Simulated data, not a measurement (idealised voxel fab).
voxel self aligned vias: a process module
Displayed cross-section: cut, width of 235 nm, square cells sized 5 nm.
In this document a cross-section is written as a grid of square cells. It is given as a series of bands, listed from the top down, and a band is one or more rows of cells.
For a band, the entry starts with two heights in nm, that of the top and then that of the bottom, and carries on with the band's materials in order from left to right, each alongside its width in nm; the word "edge to edge" beside a single material means it fills the band edge to edge, and "blank" means empty space.
All heights in this document are referenced to 0, defined as the level beneath which the wafer, as received, consists entirely of one material. The lowest band is not bounded below; it extends indefinitely downward and is written in the form "0 -> down".
A width such as "30..40" changes by the same amount from each row of cells to the next, from the band's top row to its bottom row.
It should be understood that the words "everything unchanged", when stated for a given step, signify that the cross-section underwent no change in any of its cells during that step.
You'll see "Entrapped void list" listing empty spaces that have no way open to the top, as long as they're 8 cells or more; the notation is width x height at distance, where the distance is from the left edge, and all of it is in nm.
Note: text after step settings on the step line = simulator remark on that step.
On any step carrying a mask, the "overlay nm" setting, if present on the step's line, tells how far right of its planned place the mask lay; negative values point to the left.

**Here's what the planned process steps look like**
| 1 | RECEIVE with material Si |
| 2 | CONFORMAL_DEP with material SiO2, thk nm 10 |
| 3 | CONFORMAL_DEP with material SiCN, thk nm 5 |
| 4 | DIRECTIONAL_DEP with material lowk, thk nm 20 |
| 5 | MASKED_ETCH with tone open, mask id LINES, width nm 30, pitch nm 70, etch materials lowk, depth nm 20, overlay nm 0 |
| 6 | CONFORMAL_DEP with material TiN, thk nm 5 |
| 7 | FILL_DEP with material W, thk nm 10 |
| 8 | CMP with height nm 35 |
| 9 | SELECTIVE_ETCH with etch materials W Ru TiN, depth nm 5 |
| 10 | FILL_DEP with material SiN, thk nm 5 |
| 11 | CMP with height nm 35 |
| 12 | DIRECTIONAL_DEP with material lowk, thk nm 15 |
| 13 | PATTERN with tone open, mask id VIAS, material resist, width nm 40, thk nm 20, overlay nm 0 |
| 14 | DIRECTIONAL_ETCH with etch materials lowk, depth nm 15 |
| 15 | DIRECTIONAL_ETCH with etch materials SiN, depth nm 5 |
| 16 | STRIP with etch materials resist |
| 17 | CONFORMAL_DEP with material TiN, thk nm 5 |
| 18 | FILL_DEP with material Cu, thk nm 5 |
| 19 | CMP with height nm 50 |
| 20 | CONFORMAL_DEP with material SiCN, thk nm 5 |
Every wafer here starts from the same state; it is the step 13 width nm that distinguishes them, and the value the plan gives belongs to the first wafer.

**Cross-section: the first of several wafers in its as-received state, i.e. following step 1**
	0 -> down  Si edge to edge
	Entrapped void list: none

**At the end of the module, after its last step, step 20, the first of several wafers appears in cross-section as follows**
	55 -> 50  SiCN edge to edge
	50 -> 40  lowk: 60, TiN: 5, Cu: 30, TiN: 5, lowk: 135
	40 -> 35  lowk: 60, TiN: 10, Cu: 20, TiN: 10, lowk: 135
	35 -> 30  lowk: 65, TiN: 30, lowk: 40, SiN: 30, lowk: 70
	30 -> 20  lowk: 65, TiN: 5, W: 20, TiN: 5, lowk: 40, TiN: 5, W: 20, TiN: 5, lowk: 70
	20 -> 15  lowk: 65, TiN: 30, lowk: 40, TiN: 30, lowk: 70
	15 -> 10  SiCN edge to edge
	10 -> 0  SiO2 edge to edge
	0 -> down  Si edge to edge
	Entrapped void list: none

**last wafer at the end**
	55 -> 50  SiCN edge to edge
	50 -> 40  lowk: 50, TiN: 5, Cu: 55, TiN: 5, lowk: 120
	40 -> 35  lowk: 50, TiN: 20, Cu: 20, TiN: 25, lowk: 120
	35 -> 30  lowk: 65, TiN: 30, lowk: 40, SiN: 30, lowk: 70
	30 -> 20  lowk: 65, TiN: 5, W: 20, TiN: 5, lowk: 40, TiN: 5, W: 20, TiN: 5, lowk: 70
	20 -> 15  lowk: 65, TiN: 30, lowk: 40, TiN: 30, lowk: 70
	15 -> 10  SiCN edge to edge
	10 -> 0  SiO2 edge to edge
	0 -> down  Si edge to edge
	Entrapped void list: none

**Wafer rows, end of module: cells per material gained (+) or lost (-) since receipt; closed voids last**
width nm 40, +16 Cu, +94 SiCN, +6 SiN, +94 SiO2, +34 TiN, +16 W, +257 lowk, Entrapped void list: none
width nm 45, +18 Cu, +94 SiCN, +6 SiN, +94 SiO2, +35 TiN, +16 W, +254 lowk, Entrapped void list: none
width nm 50, +20 Cu, +94 SiCN, +6 SiN, +94 SiO2, +36 TiN, +16 W, +251 lowk, Entrapped void list: none
width nm 55, +22 Cu, +94 SiCN, +6 SiN, +94 SiO2, +37 TiN, +16 W, +248 lowk, Entrapped void list: none
width nm 60, +24 Cu, +94 SiCN, +6 SiN, +94 SiO2, +38 TiN, +16 W, +245 lowk, Entrapped void list: none
width nm 65, +26 Cu, +94 SiCN, +6 SiN, +94 SiO2, +39 TiN, +16 W, +242 lowk, Entrapped void list: none
